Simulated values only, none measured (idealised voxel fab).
process module | voxel transistor to metal
cross-section cut | 285 nm wide | cells 5 nm
A cross-section is a grid of square cells, given in bands from the top down. A band is one or more rows of cells.
Each band's line starts with the height of the band's top and of its bottom, in nm. Then come its materials from left to right, each with its width in nm. One material with "throughout" fills the band from edge to edge. "air" is empty space.
Height 0 is the level under which the wafer as received is all one material. The lowest band goes on downwards, as in "0 down".
A width such as "30 to 40" changes by the same amount from each row of cells to the next, from the band's top row to its bottom row.
"no change" after a step means that no cell of the cross-section changed.
closed voids: empty space of 8 cells or more with no open way to the top, each as width x height at its distance from the left edge, in nm
after a step's settings: what the simulator itself notes on the step
overlay nm, on a step with a mask: how far to the right of its planned place the mask lay; to the left if negative
plan
1 op RECEIVE | material Si
2 op OXIDIZE | depth nm 5
3 op CONFORMAL_DEP | material SiN | thk nm 15
4 op MASKED_ETCH | tone cover | mask id ACTIVE | width nm 115 | pitch nm 140 | etch materials SiN | depth nm 15 | overlay nm 0
5 op MASKED_ETCH | tone cover | mask id ACTIVE | width nm 115 | pitch nm 140 | etch materials SiO2 | depth nm 5 | overlay nm 0
6 op MASKED_ETCH | tone cover | mask id ACTIVE | width nm 115 | pitch nm 140 | etch materials Si | depth nm 30 | overlay nm 0
7 op OXIDIZE | depth nm 5
8 op FILL_DEP | material SiO2 | thk nm 5
9 op CMP | height nm 15
10 op SELECTIVE_ETCH | etch materials SiO2 | depth nm 5
11 op STRIP | etch materials SiN
12 op SELECTIVE_ETCH | etch materials SiO2 | depth nm 5
13 op OXIDIZE | depth nm 5
14 op DIRECTIONAL_DEP | material polySi | thk nm 20
15 op DIRECTIONAL_DEP | material SiCN | thk nm 10
16 op DIRECTIONAL_DEP | material aC | thk nm 15
17 op PATTERN | tone cover | mask id GATE | material resist | width nm 25 | pitch nm 140 | thk nm 30 | overlay nm 0
18 op DIRECTIONAL_ETCH | etch materials aC | depth nm 15
19 op STRIP | etch materials resist
20 op DIRECTIONAL_ETCH | etch materials SiCN | depth nm 20
21 op DIRECTIONAL_ETCH | etch materials polySi | depth nm 30
22 op STRIP | etch materials aC
23 op CONFORMAL_DEP | material SiN | thk nm 10
24 op DIRECTIONAL_ETCH | etch materials SiN | depth nm 10
25 op DIRECTIONAL_ETCH | etch materials SiO2 | depth nm 5
26 op DIRECTIONAL_ETCH | etch materials Si | depth nm 15
27 op EPI | material SiGe | thk nm 15
28 op FILL_DEP | material SiO2 | thk nm 5
29 op CMP | height nm 15
30 op STRIP | etch materials polySi
31 op SELECTIVE_ETCH | etch materials SiO2 | depth nm 5
32 op CONFORMAL_DEP | material HfO2 | thk nm 5
33 op CONFORMAL_DEP | material TiN | thk nm 5
34 op FILL_DEP | material W | thk nm 5
35 op CMP | height nm 10
36 op DIRECTIONAL_DEP | material SiO2 | thk nm 15
37 op MASKED_ETCH | tone open | mask id CONTACT | width nm 20 | etch materials SiO2 | depth nm 35 | overlay nm 0
38 op CONFORMAL_DEP | material TiN | thk nm 5
39 op FILL_DEP | material Ru | thk nm 5
40 op CMP | height nm 25
41 op CONFORMAL_DEP | material SiCN | thk nm 5
42 op DIRECTIONAL_DEP | material SiO2 | thk nm 25
43 op DIRECTIONAL_DEP | material aC | thk nm 10
44 op PATTERN | tone open | mask id METAL_1 | material resist | width nm 20 | thk nm 30 | overlay nm 0
45 op DIRECTIONAL_ETCH | etch materials aC | depth nm 10
46 op STRIP | etch materials resist
47 op DIRECTIONAL_ETCH | etch materials SiO2 | depth nm 25
48 op DIRECTIONAL_ETCH | etch materials SiCN | depth nm 5
49 op STRIP | etch materials aC
50 op CONFORMAL_DEP | material TiN | thk nm 5
51 op FILL_DEP | material W | thk nm 5
52 op CMP | height nm 55
53 op CONFORMAL_DEP | material SiCN | thk nm 5
54 op DIRECTIONAL_DEP | material SiO2 | thk nm 25
55 op MASKED_ETCH | tone open | mask id METAL_2_HOLES | width nm 15 | pitch nm 140 | etch materials SiO2 | depth nm 25 | overlay nm 0
56 op DIRECTIONAL_DEP | material aC | thk nm 10
57 op PATTERN | tone open | mask id METAL_2 | material resist | width nm 20 | pitch nm 140 | thk nm 25 | overlay nm 0
58 op DIRECTIONAL_ETCH | etch materials aC | depth nm 10
59 op STRIP | etch materials resist
60 op DIRECTIONAL_ETCH | etch materials SiO2 | depth nm 15
61 op DIRECTIONAL_ETCH | etch materials SiCN | depth nm 5
62 op STRIP | etch materials aC
63 op CONFORMAL_DEP | material TiN | thk nm 5
64 op FILL_DEP | material Cu | thk nm 5
65 op CMP | height nm 85
66 op CONFORMAL_DEP | material SiCN | thk nm 5
as received, after step 1
  0 down: Si throughout
  closed voids: none
a wafer at the end: this start, this plan, one mistake
  90 to 85: SiCN throughout
  85 to 75: SiO2 20 | TiN 5 | Cu 10 | TiN 5 | SiO2 120 | TiN 5 | Cu 10 | TiN 5 | SiO2 105
  75 to 70: SiO2 20 | TiN 5 | Cu 5 | TiN 10 | SiO2 120 | TiN 5 | Cu 5 | TiN 10 | SiO2 105
  70 to 60: SiO2 20 | TiN 5 | Cu 5 | TiN 5 | SiO2 125 | TiN 5 | Cu 5 | TiN 5 | SiO2 110
  60 to 55: SiCN 20 | TiN 15 | SiCN 125 | TiN 15 | SiCN 110
  55 to 30: SiO2 20 | TiN 5 | W 10 | TiN 5 | SiO2 65 | TiN 5 | W 10 | TiN 5 | SiO2 35 | TiN 5 | W 10 | TiN 5 | SiO2 65 | TiN 5 | W 10 | TiN 5 | SiO2 20
  30 to 25: SiCN 20 | TiN 20 | SiCN 65 | TiN 20 | SiCN 35 | TiN 20 | SiCN 65 | TiN 20 | SiCN 20
  25 to 20: Ru throughout
  20 to 15: TiN 25 | Ru 10 | TiN 75 | Ru 10 | TiN 45 | Ru 10 | TiN 75 | Ru 10 | TiN 25
  15 to 10: SiO2 20 | TiN 5 | Ru 10 | TiN 5 | SiO2 65 | TiN 5 | Ru 10 | TiN 5 | SiO2 35 | TiN 5 | Ru 10 | TiN 5 | SiO2 65 | TiN 5 | Ru 10 | TiN 5 | SiO2 20
  10 to 5: SiO2 20 | TiN 5 | Ru 5 | TiN 10 | SiO2 10 | SiN 10 | HfO2 5 | TiN 5 | W 5 | TiN 5 | HfO2 5 | SiN 10 | SiO2 10 | TiN 10 | Ru 5 | TiN 5 | SiO2 35 | TiN 5 | Ru 5 | TiN 10 | SiO2 10 | SiN 10 | HfO2 5 | TiN 5 | W 5 | TiN 5 | HfO2 5 | SiN 10 | SiO2 10 | TiN 10 | Ru 5 | TiN 5 | SiO2 20
  5 to 0: SiO2 10 | SiN 10 | TiN 5 | Ru 5 | TiN 5 | SiGe 15 | SiN 10 | HfO2 5 | TiN 5 | W 5 | TiN 5 | HfO2 5 | SiN 10 | SiGe 15 | TiN 5 | Ru 5 | TiN 5 | SiN 10 | SiO2 15 | SiN 10 | TiN 5 | Ru 5 | TiN 5 | SiGe 15 | SiN 10 | HfO2 5 | TiN 5 | W 5 | TiN 5 | HfO2 5 | SiN 10 | SiGe 15 | TiN 5 | Ru 5 | TiN 5 | SiN 10 | SiO2 10
  0 to -5: SiO2 10 | SiN 10 | TiN 5 | Ru 5 | TiN 5 | SiGe 15 | SiN 10 | HfO2 5 | TiN 15 | HfO2 5 | SiN 10 | SiGe 15 | TiN 5 | Ru 5 | TiN 5 | SiN 10 | SiO2 15 | SiN 10 | TiN 5 | Ru 5 | TiN 5 | SiGe 15 | SiN 10 | HfO2 5 | TiN 15 | HfO2 5 | SiN 10 | SiGe 15 | TiN 5 | Ru 5 | TiN 5 | SiN 10 | SiO2 10
  -5 to -10: SiO2 20 | TiN 15 | SiGe 15 | SiO2 5 | HfO2 35 | SiO2 5 | SiGe 15 | TiN 15 | SiO2 35 | TiN 15 | SiGe 15 | SiO2 5 | HfO2 35 | SiO2 5 | SiGe 15 | TiN 15 | SiO2 20
  -10 to -25: SiO2 20 | SiGe 30 | Si 45 | SiGe 30 | SiO2 35 | SiGe 30 | Si 45 | SiGe 30 | SiO2 20
  -25 to -40: SiO2 20 | Si 105 | SiO2 35 | Si 105 | SiO2 20
  -40 down: Si throughout
  closed voids: none
what went wrong: step 36 ran as: op DIRECTIONAL_DEP | material SiO2 | thk nm 5
